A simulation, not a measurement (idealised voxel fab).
process module | voxel self aligned vias
cross-section cut | 250 nm wide | cells 5 nm
A cross-section is a grid of square cells, given in bands from the top down. A band is one or more rows of cells.
Each band's line starts with the height of the band's top and of its bottom, in nm. Then come its materials from left to right, each with its width in nm. One material with "throughout" fills the band from edge to edge. "air" is empty space.
Height 0 is the level under which the wafer as received is all one material. The lowest band goes on downwards, as in "0 down".
A width such as "30 to 40" changes by the same amount from each row of cells to the next, from the band's top row to its bottom row.
"no change" after a step means that no cell of the cross-section changed.
closed voids: empty space of 8 cells or more with no open way to the top, each as width x height at its distance from the left edge, in nm
after a step's settings: what the simulator itself notes on the step
overlay nm, on a step with a mask: how far to the right of its planned place the mask lay; to the left if negative
plan
1 op RECEIVE | material Si
2 op CONFORMAL_DEP | material SiO2 | thk nm 15
3 op CONFORMAL_DEP | material SiCN | thk nm 5
4 op DIRECTIONAL_DEP | material lowk | thk nm 25
5 op MASKED_ETCH | tone open | mask id LINES | width nm 25 | pitch nm 60 | etch materials lowk | depth nm 25 | overlay nm 0
6 op CONFORMAL_DEP | material TiN | thk nm 5
7 op FILL_DEP | material Ru | thk nm 5
8 op CMP | height nm 45
9 op SELECTIVE_ETCH | etch materials W Ru TiN | depth nm 10
10 op FILL_DEP | material SiN | thk nm 5
11 op CMP | height nm 45
12 op DIRECTIONAL_DEP | material lowk | thk nm 20
13 op PATTERN | tone open | mask id VIAS | material resist | width nm 45 | thk nm 20 | overlay nm 0
14 op DIRECTIONAL_ETCH | etch materials lowk | depth nm 20
15 op DIRECTIONAL_ETCH | etch materials SiN | depth nm 10
16 op STRIP | etch materials resist
17 op CONFORMAL_DEP | material TiN | thk nm 5
18 op FILL_DEP | material Ru | thk nm 5
19 op CMP | height nm 65
20 op CONFORMAL_DEP | material SiCN | thk nm 5
as received, after step 1
  0 down: Si throughout
  closed voids: none
first wafer at the end, as planned
  70 to 65: SiCN throughout
  65 to 50: lowk 70 | TiN 5 | Ru 35 | TiN 5 | lowk 135
  50 to 45: lowk 70 | TiN 15 | Ru 15 | TiN 15 | lowk 135
  45 to 40: lowk 80 | TiN 5 | Ru 15 | TiN 5 | lowk 35 | SiN 25 | lowk 85
  40 to 35: lowk 80 | TiN 25 | lowk 35 | SiN 25 | lowk 85
  35 to 25: lowk 80 | TiN 5 | Ru 15 | TiN 5 | lowk 35 | TiN 5 | Ru 15 | TiN 5 | lowk 85
  25 to 20: lowk 80 | TiN 25 | lowk 35 | TiN 25 | lowk 85
  20 to 15: SiCN throughout
  15 to 0: SiO2 throughout
  0 down: Si throughout
  closed voids: none
second wafer at the end: like start, like plan, one mistake
  70 to 65: SiCN throughout
  65 to 50: lowk 65 | TiN 5 | Ru 35 | TiN 5 | lowk 140
  50 to 45: lowk 65 | TiN 20 | Ru 15 | TiN 10 | lowk 140
  45 to 40: lowk 80 | TiN 5 | Ru 15 | TiN 5 | lowk 35 | SiN 25 | lowk 85
  40 to 35: lowk 80 | TiN 25 | lowk 35 | SiN 25 | lowk 85
  35 to 25: lowk 80 | TiN 5 | Ru 15 | TiN 5 | lowk 35 | TiN 5 | Ru 15 | TiN 5 | lowk 85
  25 to 20: lowk 80 | TiN 25 | lowk 35 | TiN 25 | lowk 85
  20 to 15: SiCN throughout
  15 to 0: SiO2 throughout
  0 down: Si throughout
  closed voids: none
what went wrong: step 13 ran as: op PATTERN | tone open | mask id VIAS | material resist | width nm 45 | thk nm 20 | overlay nm -5
at the end the second wafer has, in cells: as many of each material as the first, in other places
